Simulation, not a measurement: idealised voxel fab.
This section sets out a process module, namely voxel spacer lines.
The cross-section shown here is cut; it is 235 nm wide and divided into square cells measuring 5 nm on a side.
For the purposes of this document, a cross-section shall be understood as a grid of square cells, specified as bands listed in top-to-bottom order, each band consisting of one or more rows of cells. In this notation a band is specified by the heights of its top and bottom, in that order and in nm, after which its materials appear from left to right, each paired with its width in nm. The word "edge to edge" attached to a single material means that material fills the band from edge to edge; the word "empty" stands for empty space. Zero point of the height axis is 0; under it, received wafer = one material. Lowest band: continues down indefinitely, "0..down". Width: "30 to 40" (first number = top row, second number = bottom row, same change from row to row of cells). Step marked "nothing different"? Then no cell in the cross-section changed in it. Each empty space that has no open way to the top and spans at least 8 cells appears under "Closed-off voids" as width x height at distance, the distance counted from the left edge, all in nm. Whatever follows a step's settings on its line is a remark the simulator itself makes about that step. "overlay nm" on a masked step: distance the mask lay right of its planned place, negative for left.

### List of planned process steps
1,RECEIVE [material Si]
2,CONFORMAL_DEP [material Al2O3] [thk nm 5]
3,DIRECTIONAL_DEP [material polySi] [thk nm 10]
4,DIRECTIONAL_DEP [material aC] [thk nm 30]
5,PATTERN [tone cover] [mask id MANDREL] [material resist] [width nm 15] [pitch nm 50] [thk nm 35] [overlay nm 0]
6,DIRECTIONAL_ETCH [etch materials aC] [depth nm 30]
7,STRIP [etch materials resist]
8,CONFORMAL_DEP [material SiO2] [thk nm 10]
9,DIRECTIONAL_ETCH [etch materials SiO2] [depth nm 10]
10,STRIP [etch materials aC]
11,DIRECTIONAL_ETCH [etch materials polySi] [depth nm 10]
12,STRIP [etch materials SiO2]

### The first of a set of two wafers, run to plan

### Cross-section of the wafer at receipt, which is the condition after step 1
* 0..down | Si edge to edge
* Closed-off voids: none

### Wafer after step 2 (cross-section)
* 5..0 | Al2O3 edge to edge
* Whatever lies below 0 is exactly as it was before.

### Wafer after step 3 (cross-section)
* 15..5 | polySi edge to edge
* Whatever lies below 5 is exactly as it was before.

### Wafer after step 4 (cross-section)
* 45..15 | aC edge to edge
* Whatever lies below 15 is exactly as it was before.

### Wafer after step 5 (cross-section)
* 80..45 | 85 of empty | 15 of resist | 35 of empty | 15 of resist | 85 of empty
* Whatever lies below 45 is exactly as it was before.

### Wafer after step 6 (cross-section)
* 50..45 | 85 of empty | 15 of resist | 35 of empty | 15 of resist | 85 of empty
* 45..15 | 85 of empty | 15 of aC | 35 of empty | 15 of aC | 85 of empty
* Whatever lies below 15 is exactly as it was before.

### Wafer after step 7 (cross-section)
* 45..15 | 85 of empty | 15 of aC | 35 of empty | 15 of aC | 85 of empty
* Whatever lies below 15 is exactly as it was before.

### Wafer after step 8 (cross-section)
* 55..45 | 75 of empty | 35 of SiO2 | 15 of empty | 35 of SiO2 | 75 of empty
* 45..25 | 75 of empty | 10 of SiO2 | 15 of aC | 10 of SiO2 | 15 of empty | 10 of SiO2 | 15 of aC | 10 of SiO2 | 75 of empty
* 25..15 | 85 of SiO2 | 15 of aC | 35 of SiO2 | 15 of aC | 85 of SiO2
* Whatever lies below 15 is exactly as it was before.

### Wafer after step 9 (cross-section)
* 45..15 | 75 of empty | 10 of SiO2 | 15 of aC | 10 of SiO2 | 15 of empty | 10 of SiO2 | 15 of aC | 10 of SiO2 | 75 of empty
* Whatever lies below 15 is exactly as it was before.

### Wafer after step 10 (cross-section)
* 45..15 | 75 of empty | 10 of SiO2 | 15 of empty | 10 of SiO2 | 15 of empty | 10 of SiO2 | 15 of empty | 10 of SiO2 | 75 of empty
* Whatever lies below 15 is exactly as it was before.

### Wafer after step 11 (cross-section)
* 45..15 | 75 of empty | 10 of SiO2 | 15 of empty | 10 of SiO2 | 15 of empty | 10 of SiO2 | 15 of empty | 10 of SiO2 | 75 of empty
* 15..5 | 75 of empty | 10 of polySi | 15 of empty | 10 of polySi | 15 of empty | 10 of polySi | 15 of empty | 10 of polySi | 75 of empty
* Whatever lies below 5 is exactly as it was before.

### Wafer after step 12 (cross-section)
* 15..5 | 75 of empty | 10 of polySi | 15 of empty | 10 of polySi | 15 of empty | 10 of polySi | 15 of empty | 10 of polySi | 75 of empty
* Whatever lies below 5 is exactly as it was before.

### Second of two: same start, same plan, one run error; steps up to and including 7 match the first

### Cross-section of the second wafer at the time by which step 8 should have been completed according to the plan
* 55..45 | 75 of empty | 35 of polySi | 15 of empty | 35 of polySi | 75 of empty
* 45..25 | 75 of empty | 10 of polySi | 15 of aC | 10 of polySi | 15 of empty | 10 of polySi | 15 of aC | 10 of polySi | 75 of empty
* 25..15 | 85 of polySi | 15 of aC | 35 of polySi | 15 of aC | 85 of polySi
* Whatever lies below 15 is exactly as it was before.

Cross-section of the second wafer at the time by which step 9 should have been completed according to the plan: nothing different

Cross-section of the second wafer at the time by which step 10 should have been completed according to the plan: nothing different

### Cross-section of the second wafer at the time by which step 11 should have been completed according to the plan
* 45..15 | 75 of empty | 10 of polySi | 15 of aC | 10 of polySi | 15 of empty | 10 of polySi | 15 of aC | 10 of polySi | 75 of empty
* Whatever lies below 15 is exactly as it was before.

Cross-section of the second wafer at the time by which step 12 should have been completed according to the plan: nothing different
Short version of what went wrong: rather than as planned, step 8 actually ran as CONFORMAL_DEP [material polySi] [thk nm 10]
The final cell counts differ between the wafers, with the second having more or fewer of some materials than the first: aC: 36 more | polySi: 126 more
